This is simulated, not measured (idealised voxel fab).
A process module follows: voxel transistor to metal.
Square cells of 5 nm make up the cross-section cut, whose width is 205 nm.
Cross-section format: a grid of square cells, given as bands from top to bottom; each band is one or more rows of cells. Look at the band entry: it leads with the top's height and the bottom's height in nm. Then it lists the materials left to right, with a width in nm for each. The word "everywhere" on a single material says that material fills the band edge to edge. The word "empty" is empty space. Heads up on the height convention: 0 is the point under which the incoming wafer is all one material, and the lowest band has no bottom, it just keeps going down, like "0 -> down". Graded width ("30->40"): value in top row of band = first number; value in bottom row = second number; row-to-row change constant. Step note "no modification" = no cross-section cell changed. You'll see "Closed void table" listing empty spaces that have no way open to the top, as long as they're 8 cells or more; the notation is width x height at distance, where the distance is from the left edge, and all of it is in nm. Text after the settings on a step's line: the simulator's own remark on that step. overlay nm: where the mask lay relative to plan, measured to the right, on steps with a mask; negatives go left.
# The planned process steps are enumerated hereunder
1. op RECEIVE | material Si
2. op CONFORMAL_DEP | material SiO2 | thk nm 5
3. op CONFORMAL_DEP | material SiN | thk nm 15
4. op MASKED_ETCH | tone cover | mask id ACTIVE | width nm 105 | etch materials SiN | depth nm 15 | overlay nm 0
5. op MASKED_ETCH | tone cover | mask id ACTIVE | width nm 105 | etch materials SiO2 | depth nm 5 | overlay nm 0
6. op MASKED_ETCH | tone cover | mask id ACTIVE | width nm 105 | etch materials Si | depth nm 35 | overlay nm 0
7. op FILL_DEP | material SiO2 | thk nm 15
8. op CMP | height nm 20
9. op SELECTIVE_ETCH | etch materials SiO2 | depth nm 5
10. op STRIP | etch materials SiN
11. op SELECTIVE_ETCH | etch materials SiO2 | depth nm 5
12. op OXIDIZE | depth nm 5
13. op DIRECTIONAL_DEP | material polySi | thk nm 20
14. op DIRECTIONAL_DEP | material SiCN | thk nm 15
15. op DIRECTIONAL_DEP | material aC | thk nm 10
16. op PATTERN | tone cover | mask id GATE | material resist | width nm 15 | thk nm 30 | overlay nm 0
17. op DIRECTIONAL_ETCH | etch materials aC | depth nm 10
18. op STRIP | etch materials resist
19. op DIRECTIONAL_ETCH | etch materials SiCN | depth nm 25
20. op DIRECTIONAL_ETCH | etch materials polySi | depth nm 30
21. op STRIP | etch materials aC
22. op CONFORMAL_DEP | material SiO2 | thk nm 5
23. op DIRECTIONAL_ETCH | etch materials SiO2 | depth nm 5
24. op CONFORMAL_DEP | material SiN | thk nm 5
25. op DIRECTIONAL_ETCH | etch materials SiN | depth nm 5
26. op DIRECTIONAL_ETCH | etch materials SiO2 | depth nm 5
27. op DIRECTIONAL_ETCH | etch materials Si | depth nm 15
28. op EPI | material nSi | thk nm 15
29. op FILL_DEP | material SiO2 | thk nm 5
30. op CMP | height nm 35
31. op DIRECTIONAL_DEP | material SiO2 | thk nm 15
32. op DIRECTIONAL_DEP | material aC | thk nm 15
33. op PATTERN | tone open | mask id CONTACT | material resist | width nm 35 | pitch nm 60 | thk nm 30 | overlay nm 0
34. op DIRECTIONAL_ETCH | etch materials aC | depth nm 15
35. op STRIP | etch materials resist
36. op DIRECTIONAL_ETCH | etch materials SiO2 | depth nm 40
37. op STRIP | etch materials aC
38. op CONFORMAL_DEP | material TiN | thk nm 5
39. op FILL_DEP | material Ru | thk nm 10
40. op CMP | height nm 50
41. op DIRECTIONAL_DEP | material TiN | thk nm 5
42. op DIRECTIONAL_DEP | material W | thk nm 15
43. op PATTERN | tone cover | mask id METAL_1 | material resist | width nm 20 | pitch nm 75 | thk nm 15 | overlay nm 0
44. op DIRECTIONAL_ETCH | etch materials W | depth nm 15
45. op DIRECTIONAL_ETCH | etch materials TiN | depth nm 5
46. op STRIP | etch materials resist
47. op FILL_DEP | material lowk | thk nm 5
48. op CMP | height nm 70
49. op CONFORMAL_DEP | material SiN | thk nm 5
# Cross-section: wafer on arrival = after step 1
	0 -> down | Si everywhere
	Closed void table: none
# First of two wafers at the end of the module, shown in cross-section; run carried out as planned
	75 -> 70 | SiN everywhere
	70 -> 55 | lowk (55)  W (20)  lowk (55)  W (20)  lowk (55)
	55 -> 50 | lowk (55)  TiN (20)  lowk (55)  TiN (20)  lowk (55)
	50 -> 40 | SiO2 (55)  TiN (5)  Ru (25)  TiN (5)  SiO2 (25)  TiN (5)  Ru (25)  TiN (5)  SiO2 (55)
	40 -> 35 | SiO2 (55)  TiN (5)  Ru (20)  TiN (10)  SiO2 (25)  TiN (10)  Ru (20)  TiN (5)  SiO2 (55)
	35 -> 20 | SiO2 (55)  TiN (5)  Ru (20)  TiN (5)  SiN (5)  SiO2 (5)  SiCN (15)  SiO2 (5)  SiN (5)  TiN (5)  Ru (20)  TiN (5)  SiO2 (55)
	20 -> 15 | SiO2 (55)  TiN (5)  Ru (20)  TiN (5)  SiN (5)  SiO2 (5)  polySi (15)  SiO2 (5)  SiN (5)  TiN (5)  Ru (20)  TiN (5)  SiO2 (55)
	15 -> 10 | SiO2 (55)  TiN (30)  SiN (5)  SiO2 (5)  polySi (15)  SiO2 (5)  SiN (5)  TiN (30)  SiO2 (55)
	10 -> 0 | SiO2 (50)  SiN (5)  nSi (30)  SiN (5)  SiO2 (5)  polySi (15)  SiO2 (5)  SiN (5)  nSi (30)  SiN (5)  SiO2 (50)
	0 -> -5 | SiO2 (55)  nSi (30)  SiO2 (35)  nSi (30)  SiO2 (55)
	-5 -> -20 | SiO2 (50)  Si (5)  nSi (30)  Si (35)  nSi (30)  Si (5)  SiO2 (50)
	-20 -> -35 | SiO2 (50)  Si (105)  SiO2 (50)
	-35 -> down | Si everywhere
	Closed void table: none
# Now the second wafer, cross-sectioned at the end of the module. Nothing different at the start, nothing different in the plan compared with the first, just one mistake when it was actually run
	75 -> 70 | SiN everywhere
	70 -> 55 | lowk (55)  W (20)  lowk (55)  W (20)  lowk (55)
	55 -> 50 | lowk (55)  TiN (20)  lowk (55)  TiN (20)  lowk (55)
	50 -> 40 | SiO2 (55)  TiN (5)  Ru (25)  TiN (5)  SiO2 (25)  TiN (5)  Ru (25)  TiN (5)  SiO2 (55)
	40 -> 35 | SiO2 (55)  TiN (5)  Ru (20)  TiN (10)  SiO2 (25)  TiN (10)  Ru (20)  TiN (5)  SiO2 (55)
	35 -> 20 | SiO2 (55)  TiN (5)  Ru (20)  TiN (5)  SiN (5)  SiO2 (5)  SiCN (15)  SiO2 (5)  SiN (5)  TiN (5)  Ru (20)  TiN (5)  SiO2 (55)
	20 -> 15 | SiO2 (55)  TiN (5)  Ru (20)  TiN (5)  SiN (5)  SiO2 (5)  polySi (15)  SiO2 (5)  SiN (5)  TiN (5)  Ru (20)  TiN (5)  SiO2 (55)
	15 -> 10 | SiO2 (55)  TiN (30)  SiN (5)  SiO2 (5)  polySi (15)  SiO2 (5)  SiN (5)  TiN (30)  SiO2 (55)
	10 -> 0 | SiO2 (45)  SiN (5)  nSi (15)  SiO2 (5)  nSi (15)  SiN (5)  SiO2 (5)  polySi (15)  SiO2 (5)  SiN (5)  nSi (15)  SiO2 (5)  nSi (15)  SiN (5)  SiO2 (45)
	0 -> -5 | SiO2 (50)  nSi (15)  SiO2 (5)  nSi (15)  SiO2 (35)  nSi (15)  SiO2 (5)  nSi (15)  SiO2 (50)
	-5 -> -20 | SiO2 (45)  Si (5)  nSi (35)  Si (35)  nSi (35)  Si (5)  SiO2 (45)
	-20 -> -35 | SiO2 (45)  Si (115)  SiO2 (45)
	-35 -> down | Si everywhere
	Closed void table: none
Finding, execution versus plan: step 4 was run on a setting that differed from the plan, and what really ran there is op MASKED_ETCH | tone cover | mask id ACTIVE | width nm 115 | etch materials SiN | depth nm 15 | overlay nm 0
Counted in cells at the end, the second wafer holds more or fewer of these materials than the first: 6 more of Si, 12 fewer of SiO2, 6 more of nSi
